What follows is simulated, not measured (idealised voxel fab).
Process module in this document: voxel wiring stack
Cross-section cut spans 260 nm and uses square cells 5 nm in size.
Cross-section format: a grid of square cells, given as bands from top to bottom; each band is one or more rows of cells. Band entry format. Leading values: height of top, height of bottom, nm. Remainder: materials in left-to-right order, each with its width in nm. Special words: "full width" on a single material, which then fills the band edge to edge; "air", empty space. It should be noted that heights are counted from 0, beneath which the wafer as supplied is of one material throughout, and that the lowest band possesses no lower boundary but continues downward, as written in "0 -> down". A width given as "30 to 40" starts at the first number in the band's top row and ends at the second number in its bottom row, shifting by an equal amount at every step from row to row. Any step labelled "nothing was modified" changed none of the cells in the cross-section. "Closed-off voids" - sealed voids, min. 8 cells, no opening to top; format: width x height at distance (distance from left edge; nm throughout). Text after the settings on a step's line: the simulator's own remark on that step. A step line may carry the setting "overlay nm", which, for steps involving a mask, states the distance by which the mask lay to the right of its intended position; negative values denote displacement to the left.

These are the steps we planned for the process:
1. RECEIVE | material Si
2. CONFORMAL_DEP | material SiO2 | thk nm 10
3. DIRECTIONAL_DEP | material TiN | thk nm 5
4. DIRECTIONAL_DEP | material W | thk nm 25
5. MASKED_ETCH | tone cover | mask id METAL_1 | width nm 20 | pitch nm 50 | etch materials W | depth nm 25 | overlay nm 0
6. MASKED_ETCH | tone cover | mask id METAL_1 | width nm 20 | pitch nm 50 | etch materials TiN | depth nm 5 | overlay nm 0
7. CONFORMAL_DEP | material SiN | thk nm 5
8. FILL_DEP | material lowk | thk nm 10
9. CMP | height nm 40
10. CONFORMAL_DEP | material SiCN | thk nm 5
11. DIRECTIONAL_DEP | material lowk | thk nm 15
12. MASKED_ETCH | tone open | mask id PLUG_1 | width nm 15 | pitch nm 100 | etch materials lowk | depth nm 15 | overlay nm 0
13. MASKED_ETCH | tone open | mask id PLUG_1 | width nm 15 | pitch nm 100 | etch materials SiCN | depth nm 5 | overlay nm 0
14. CONFORMAL_DEP | material TiN | thk nm 5
15. FILL_DEP | material Cu | thk nm 5
16. CMP | height nm 60
17. CONFORMAL_DEP | material SiCN | thk nm 5
18. DIRECTIONAL_DEP | material SiO2 | thk nm 25
19. DIRECTIONAL_DEP | material aC | thk nm 15
20. PATTERN | tone open | mask id METAL_2 | material resist | width nm 20 | pitch nm 50 | thk nm 30 | overlay nm 0
21. DIRECTIONAL_ETCH | etch materials aC | depth nm 15
22. STRIP | etch materials resist
23. DIRECTIONAL_ETCH | etch materials SiO2 | depth nm 25
24. DIRECTIONAL_ETCH | etch materials SiCN | depth nm 5
25. STRIP | etch materials aC
26. CONFORMAL_DEP | material TiN | thk nm 5
27. FILL_DEP | material Ru | thk nm 10
28. CMP | height nm 90
29. CONFORMAL_DEP | material SiCN | thk nm 5
30. DIRECTIONAL_DEP | material SiO2 | thk nm 20
31. MASKED_ETCH | tone open | mask id PLUG_2 | width nm 15 | pitch nm 50 | etch materials SiO2 | depth nm 20 | overlay nm 0
32. MASKED_ETCH | tone open | mask id PLUG_2 | width nm 15 | pitch nm 50 | etch materials SiCN | depth nm 5 | overlay nm 0
33. CONFORMAL_DEP | material TiN | thk nm 5
34. FILL_DEP | material W | thk nm 5
35. CMP | height nm 115
36. CONFORMAL_DEP | material SiCN | thk nm 5
37. DIRECTIONAL_DEP | material SiO2 | thk nm 20
38. PATTERN | tone open | mask id METAL_3 | material resist | width nm 20 | pitch nm 50 | thk nm 15 | overlay nm 0
39. DIRECTIONAL_ETCH | etch materials SiO2 | depth nm 20
40. DIRECTIONAL_ETCH | etch materials SiCN | depth nm 5
41. STRIP | etch materials resist
42. CONFORMAL_DEP | material TiN | thk nm 5
43. FILL_DEP | material Ru | thk nm 5
44. CMP | height nm 140
45. EPI | material Ru | thk nm 5
46. FILL_DEP | material SiCN | thk nm 5

Here's what the wafer looked like in cross-section when it arrived - that's after step 1:
0 -> down | Si full width
Closed-off voids: none

Wafer cross-section at module end: first of two, run to plan:
150 -> 145 | SiCN full width
145 -> 140 | 65 nm SiCN; 30 nm Ru; 20 nm SiCN; 30 nm Ru; 20 nm SiCN; 30 nm Ru; 65 nm SiCN
140 -> 120 | 70 nm SiO2; 5 nm TiN; 10 nm Ru; 5 nm TiN; 30 nm SiO2; 5 nm TiN; 10 nm Ru; 5 nm TiN; 30 nm SiO2; 5 nm TiN; 10 nm Ru; 5 nm TiN; 70 nm SiO2
120 -> 115 | 70 nm SiCN; 20 nm TiN; 30 nm SiCN; 20 nm TiN; 30 nm SiCN; 20 nm TiN; 70 nm SiCN
115 -> 95 | 70 nm SiO2; 5 nm TiN; 5 nm W; 5 nm TiN; 35 nm SiO2; 5 nm TiN; 5 nm W; 5 nm TiN; 35 nm SiO2; 5 nm TiN; 5 nm W; 5 nm TiN; 75 nm SiO2
95 -> 90 | 70 nm SiCN; 15 nm TiN; 35 nm SiCN; 15 nm TiN; 35 nm SiCN; 15 nm TiN; 75 nm SiCN
90 -> 65 | 70 nm SiO2; 5 nm TiN; 10 nm Ru; 5 nm TiN; 30 nm SiO2; 5 nm TiN; 10 nm Ru; 5 nm TiN; 30 nm SiO2; 5 nm TiN; 10 nm Ru; 5 nm TiN; 70 nm SiO2
65 -> 60 | 70 nm SiCN; 20 nm TiN; 30 nm SiCN; 20 nm TiN; 30 nm SiCN; 20 nm TiN; 70 nm SiCN
60 -> 45 | 70 nm lowk; 5 nm TiN; 5 nm Cu; 5 nm TiN; 85 nm lowk; 5 nm TiN; 5 nm Cu; 5 nm TiN; 75 nm lowk
45 -> 40 | 70 nm SiCN; 15 nm TiN; 85 nm SiCN; 15 nm TiN; 75 nm SiCN
40 -> 15 | 65 nm lowk; 5 nm SiN; 20 nm W; 5 nm SiN; 20 nm lowk; 5 nm SiN; 20 nm W; 5 nm SiN; 20 nm lowk; 5 nm SiN; 20 nm W; 5 nm SiN; 65 nm lowk
15 -> 10 | 70 nm SiN; 20 nm TiN; 30 nm SiN; 20 nm TiN; 30 nm SiN; 20 nm TiN; 70 nm SiN
10 -> 0 | SiO2 full width
0 -> down | Si full width
Closed-off voids: none

Module end: cross-section of wafer two of two. Same start and process plan as the first wafer. One mistake during execution:
150 -> 145 | SiCN full width
145 -> 140 | 65 nm SiCN; 30 nm Ru; 20 nm SiCN; 30 nm Ru; 20 nm SiCN; 30 nm Ru; 65 nm SiCN
140 -> 120 | 70 nm SiO2; 5 nm TiN; 10 nm Ru; 5 nm TiN; 30 nm SiO2; 5 nm TiN; 10 nm Ru; 5 nm TiN; 30 nm SiO2; 5 nm TiN; 10 nm Ru; 5 nm TiN; 70 nm SiO2
120 -> 115 | 70 nm SiCN; 20 nm TiN; 30 nm SiCN; 20 nm TiN; 30 nm SiCN; 20 nm TiN; 70 nm SiCN
115 -> 95 | 70 nm SiO2; 5 nm TiN; 5 nm W; 5 nm TiN; 35 nm SiO2; 5 nm TiN; 5 nm W; 5 nm TiN; 35 nm SiO2; 5 nm TiN; 5 nm W; 5 nm TiN; 75 nm SiO2
95 -> 90 | 70 nm SiCN; 15 nm TiN; 35 nm SiCN; 15 nm TiN; 35 nm SiCN; 15 nm TiN; 75 nm SiCN
90 -> 65 | 70 nm SiO2; 5 nm TiN; 10 nm Ru; 5 nm TiN; 30 nm SiO2; 5 nm TiN; 10 nm Ru; 5 nm TiN; 30 nm SiO2; 5 nm TiN; 10 nm Ru; 5 nm TiN; 70 nm SiO2
65 -> 60 | 70 nm SiCN; 20 nm TiN; 30 nm SiCN; 20 nm TiN; 30 nm SiCN; 20 nm TiN; 70 nm SiCN
60 -> 45 | 70 nm lowk; 5 nm TiN; 5 nm Cu; 5 nm TiN; 85 nm lowk; 5 nm TiN; 5 nm Cu; 5 nm TiN; 75 nm lowk
45 -> 40 | 70 nm SiCN; 15 nm TiN; 85 nm SiCN; 15 nm TiN; 75 nm SiCN
40 -> 35 | lowk full width
35 -> 30 | 65 nm lowk; 30 nm SiN; 20 nm lowk; 30 nm SiN; 20 nm lowk; 30 nm SiN; 65 nm lowk
30 -> 5 | 65 nm lowk; 5 nm SiN; 20 nm W; 5 nm SiN; 20 nm lowk; 5 nm SiN; 20 nm W; 5 nm SiN; 20 nm lowk; 5 nm SiN; 20 nm W; 5 nm SiN; 65 nm lowk
5 -> 0 | 70 nm SiN; 20 nm TiN; 30 nm SiN; 20 nm TiN; 30 nm SiN; 20 nm TiN; 70 nm SiN
0 -> down | Si full width
Closed-off voids: none
Plan not followed: it should be noted that step 2 of the plan was omitted and was not performed
Per the end-of-run cell counts, the second wafer holds more or fewer of some materials than the first: +18 SiN; -104 SiO2; +86 lowk
